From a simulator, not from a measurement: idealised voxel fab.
This section sets out a process module, namely voxel trench capacitor.
Section shown: cut. Width: 265 nm. Cell size: 5 nm, square.
A cross-section is a grid of square cells, given in bands from the top down. A band is one or more rows of cells.
Top height, bottom height, nm. Materials left to right, width each, nm. Single material + "edge to edge" = fills band edge to edge. "air" = empty.
Basically, 0 is our baseline, since under it the wafer straight out of the box is all one material. The bottom band has no lower end and keeps on going down, so it looks like "0..down".
Quick explanation for "30->40": the width changes in equal steps down the rows of cells, from the first number in the band's top row to the second number in its bottom row.
Step note "no modification" = no cross-section cell changed.
"Voids lacking openings": sealed empty spaces, 8 cells or more, no open way to top, listed width x height at distance, with distance from the left edge and width, height and distance in nm.
On a step's line, text after the settings is the simulator commenting on that step.
overlay nm: how far to the right of its planned place the mask lay on this masked step (negative: to the left).

### Listed below are the process steps as planned
- 1: RECEIVE,material Si
- 2: CONFORMAL_DEP,material SiN,thk nm 10
- 3: DIRECTIONAL_DEP,material aC,thk nm 15
- 4: PATTERN,tone open,mask id TRENCH,material resist,width nm 20,pitch nm 45,thk nm 35,overlay nm 0
- 5: DIRECTIONAL_ETCH,etch materials aC,depth nm 15
- 6: STRIP,etch materials resist
- 7: DIRECTIONAL_ETCH,etch materials SiN,depth nm 10
- 8: DIRECTIONAL_ETCH,etch materials Si,depth nm 40
- 9: STRIP,etch materials aC
- 10: CONFORMAL_DEP,material Al2O3,thk nm 5
- 11: FILL_DEP,material polySi,thk nm 5
- 12: CMP,height nm 0
Quick note for whoever runs this: the wafers start identical, but the height nm at step 12 isn't the same across them. The plan just shows what the first wafer had.

### First of several wafers, received after step 1, in cross-section
> 0..down  Si edge to edge
> Voids lacking openings: none

### Per-wafer rows below. For each material: cells gained (+) or lost (-) since the wafer was received, as of end of module. Then: closed voids
height nm 0 | +54 Al2O3 | -96 Si | +42 polySi | Voids lacking openings: none
height nm 5 | +60 Al2O3 | -96 Si | +41 SiN | +48 polySi | Voids lacking openings: none
height nm 10 | +66 Al2O3 | -96 Si | +82 SiN | +54 polySi | Voids lacking openings: none
height nm 15 | +113 Al2O3 | -96 Si | +82 SiN | +60 polySi | Voids lacking openings: none
height nm 20 | +113 Al2O3 | -96 Si | +82 SiN | +113 polySi | Voids lacking openings: none
